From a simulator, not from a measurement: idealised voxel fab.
process module | voxel gate over fins
Section shown: cut. Width: 215 nm. Cell size: 5 nm, square.
Format of a cross-section: grid, square cells. Given as bands. Order: top down. Band: one or more rows of cells.
Top height, bottom height, nm. Materials left to right, width each, nm. Single material + "all across" = fills band edge to edge. "air" = empty.
Height 0 is the level under which the wafer as received is all one material. The lowest band goes on downwards, as in "0 nm and below".
You'd read "30->40" like this: the band's top row of cells is as wide as the first number, its bottom row is as wide as the second, and going down, every row changes width by the same amount as the row before did.
Take "all unchanged" at face value: in the step it is given for, the cross-section changed in none of its cells.
Each empty space that has no open way to the top and spans at least 8 cells appears under "Unvented cavities" as width x height at distance, the distance counted from the left edge, all in nm.
Text after the settings on a step's line: the simulator's own remark on that step.
overlay nm: on a step with a mask, how far right of its planned place the mask lay; negative means left.
HERE'S WHAT THE PLANNED PROCESS STEPS LOOK LIKE
- 1: RECEIVE with material Si
- 2: CONFORMAL_DEP with material SiN, thk nm 5
- 3: MASKED_ETCH with tone cover, mask id FINS, width nm 15, pitch nm 40, etch materials SiN, depth nm 5, overlay nm 0
- 4: MASKED_ETCH with tone cover, mask id FINS, width nm 15, pitch nm 40, etch materials Si, depth nm 35, overlay nm -15
- 5: FILL_DEP with material SiO2, thk nm 15
- 6: CMP with height nm 5
- 7: SELECTIVE_ETCH with etch materials SiO2, depth nm 20
- 8: STRIP with etch materials SiN
- 9: CONFORMAL_DEP with material HfO2, thk nm 5
- 10: CONFORMAL_DEP with material TiN, thk nm 5
- 11: FILL_DEP with material W, thk nm 15
- 12: CMP with height nm 20
- 13: CONFORMAL_DEP with material SiN, thk nm 5
Every wafer here starts from the same state; it is the step 4 overlay nm that distinguishes them, and the value the plan gives belongs to the first wafer.
THE FIRST OF SEVERAL WAFERS, AS RECEIVED AFTER STEP 1, SEEN IN SECTION
  0 nm and below: Si all across
  Unvented cavities: none
THE FOLLOWING TABLE CONTAINS A ROW PER WAFER, IN WHICH ARE REPORTED, AT THE CONCLUSION OF THE MODULE, THE CELLS OF EACH MATERIAL GAINED (+) OR LOST (-) SINCE THE WAFER'S RECEIPT, WITH ITS CLOSED VOIDS GIVEN THEREAFTER
overlay nm -15; +55 HfO2; -217 Si; +43 SiN; +124 SiO2; +49 TiN; +161 W; Unvented cavities: none
overlay nm -10; +55 HfO2; -231 Si; +43 SiN; +132 SiO2; +52 TiN; +164 W; Unvented cavities: none
overlay nm -5; +55 HfO2; -245 Si; +43 SiN; +140 SiO2; +55 TiN; +167 W; Unvented cavities: none
overlay nm 0; +55 HfO2; -259 Si; +43 SiN; +148 SiO2; +55 TiN; +173 W; Unvented cavities: none
overlay nm 5; +55 HfO2; -245 Si; +43 SiN; +140 SiO2; +55 TiN; +167 W; Unvented cavities: none
overlay nm 10; +55 HfO2; -231 Si; +43 SiN; +132 SiO2; +52 TiN; +164 W; Unvented cavities: none
overlay nm 15; +55 HfO2; -217 Si; +43 SiN; +124 SiO2; +49 TiN; +161 W; Unvented cavities: none
